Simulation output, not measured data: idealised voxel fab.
process module | voxel spacer lines
cross-section cut | 260 nm wide | cells 5 nm
A cross-section is a grid of square cells, given in bands from the top down. A band is one or more rows of cells.
Each band's line starts with the height of the band's top and of its bottom, in nm. Then come its materials from left to right, each with its width in nm. One material with "throughout" fills the band from edge to edge. "air" is empty space.
Height 0 is the level under which the wafer as received is all one material. The lowest band goes on downwards, as in "0 down".
A width such as "30 to 40" changes by the same amount from each row of cells to the next, from the band's top row to its bottom row.
"no change" after a step means that no cell of the cross-section changed.
closed voids: empty space of 8 cells or more with no open way to the top, each as width x height at its distance from the left edge, in nm
after a step's settings: what the simulator itself notes on the step
overlay nm, on a step with a mask: how far to the right of its planned place the mask lay; to the left if negative
plan
1 op RECEIVE | material Si
2 op CONFORMAL_DEP | material Al2O3 | thk nm 5
3 op DIRECTIONAL_DEP | material SiN | thk nm 15
4 op DIRECTIONAL_DEP | material aC | thk nm 25
5 op PATTERN | tone cover | mask id MANDREL | material resist | width nm 20 | pitch nm 60 | thk nm 35 | overlay nm 0
6 op DIRECTIONAL_ETCH | etch materials aC | depth nm 25
7 op STRIP | etch materials resist
8 op CONFORMAL_DEP | material SiO2 | thk nm 10
9 op DIRECTIONAL_ETCH | etch materials SiO2 | depth nm 10
10 op STRIP | etch materials aC
11 op DIRECTIONAL_ETCH | etch materials SiN | depth nm 15
12 op STRIP | etch materials SiO2
as received, after step 1
  0 down: Si throughout
  closed voids: none
first wafer at the end, as planned
  20 to 5: air 80 | SiN 10 | air 20 | SiN 10 | air 20 | SiN 10 | air 20 | SiN 10 | air 80
  5 to 0: Al2O3 throughout
  0 down: Si throughout
  closed voids: none
second wafer at the end: like start, like plan, one mistake
  20 to 5: air 70 | SiN 10 | air 20 | SiN 10 | air 20 | SiN 10 | air 20 | SiN 10 | air 90
  5 to 0: Al2O3 throughout
  0 down: Si throughout
  closed voids: none
what went wrong: step 5 ran as: op PATTERN | tone cover | mask id MANDREL | material resist | width nm 20 | pitch nm 60 | thk nm 35 | overlay nm -10
at the end the second wafer has, in cells: as many of each material as the first, in other places
